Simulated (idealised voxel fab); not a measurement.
Title: Process Module voxel quadruple lines
The cross-section shown here is cut; it is 225 nm wide and divided into square cells measuring 5 nm on a side.
When this document writes out a cross-section, it uses a grid of square cells and lists it as bands, beginning at the top and moving down, with a band standing for one or more rows of cells. What a band's entry tells you: where the top is and where the bottom is, as heights in nm, and after that what lies inside, material by material from left to right, each with its width in nm. Empty space is written as the word "air", and a single material marked with the word "everywhere" occupies the band from edge to edge. Height is counted from the level 0, under which the received wafer is composed throughout of one material. The lowest of the bands is not closed at the bottom but continues downward, in the notation "0 down". Width spec "30 to 40" -> top row of cells at first value, bottom row at second value, equal per-row change in between. Any step labelled "nothing was modified" changed none of the cells in the cross-section. Closed-off voids of 8+ cells (no open route to the top) go in "Enclosed void listing", written width x height at distance from the left edge, in nm. It should be noted that, on the line of a given step, the content following the step's settings is a remark produced by the simulator itself with respect to that step. Among the settings permitted on a step's line is "overlay nm"; applied to a step with a mask, it specifies the extent to which the mask lay to the right of its planned position, whereas a negative figure signifies a position to the left.

BELOW IS THE LIST OF PLANNED PROCESS STEPS
| 1 | RECEIVE [material Si] |
| 2 | CONFORMAL_DEP [material Al2O3] [thk nm 5] |
| 3 | DIRECTIONAL_DEP [material TiN] [thk nm 15] |
| 4 | DIRECTIONAL_DEP [material polySi] [thk nm 20] |
| 5 | DIRECTIONAL_DEP [material aC] [thk nm 25] |
| 6 | PATTERN [tone cover] [mask id MANDREL] [material resist] [width nm 25] [pitch nm 80] [thk nm 35] [overlay nm 0] |
| 7 | DIRECTIONAL_ETCH [etch materials aC] [depth nm 25] |
| 8 | STRIP [etch materials resist] |
| 9 | CONFORMAL_DEP [material SiO2] [thk nm 15] |
| 10 | DIRECTIONAL_ETCH [etch materials SiO2] [depth nm 15] |
| 11 | STRIP [etch materials aC] |
| 12 | DIRECTIONAL_ETCH [etch materials polySi] [depth nm 20] |
| 13 | STRIP [etch materials SiO2] |
| 14 | CONFORMAL_DEP [material SiCN] [thk nm 5] |
| 15 | DIRECTIONAL_ETCH [etch materials SiCN] [depth nm 5] |
| 16 | STRIP [etch materials polySi] |
| 17 | DIRECTIONAL_ETCH [etch materials TiN] [depth nm 15] |
| 18 | STRIP [etch materials SiCN] |
| 19 | FILL_DEP [material SiO2] [thk nm 10] |
| 20 | CMP [height nm 20] |

HERE'S WHAT THE WAFER LOOKED LIKE IN CROSS-SECTION WHEN IT ARRIVED - THAT'S AFTER STEP 1
    0 down | Si everywhere
    Enclosed void listing: none

CROSS-SECTIONAL IMAGE OF THE FIRST OF TWO WAFERS AT THE END OF THE MODULE, THE RUN HAVING PROCEEDED AS PLANNED
    20 to 5 | 40 SiO2 / 5 TiN / 15 SiO2 / 5 TiN / 15 SiO2 / 5 TiN / 15 SiO2 / 5 TiN / 15 SiO2 / 5 TiN / 15 SiO2 / 5 TiN / 15 SiO2 / 5 TiN / 15 SiO2 / 5 TiN / 40 SiO2
    5 to 0 | Al2O3 everywhere
    0 down | Si everywhere
    Enclosed void listing: none

SECOND WAFER OF THE TWO, SECTIONED AT THE END OF THE MODULE. IT BEGAN LIKE THE FIRST AND FOLLOWED THE SAME PLAN, BUT ONE MISTAKE WAS MADE WHILE RUNNING IT
    20 to 15 | SiO2 everywhere
    15 to 5 | 40 SiO2 / 5 TiN / 15 SiO2 / 5 TiN / 15 SiO2 / 5 TiN / 15 SiO2 / 5 TiN / 15 SiO2 / 5 TiN / 15 SiO2 / 5 TiN / 15 SiO2 / 5 TiN / 15 SiO2 / 5 TiN / 40 SiO2
    5 to 0 | Al2O3 everywhere
    0 down | Si everywhere
    Enclosed void listing: none
The plan and the run diverged here: heads up, step 3 didn't go per plan, it actually ran as DIRECTIONAL_DEP [material TiN] [thk nm 10]
Final wafer comparison in cells, second versus first, more or fewer per material: 8 more of SiO2; 8 fewer of TiN
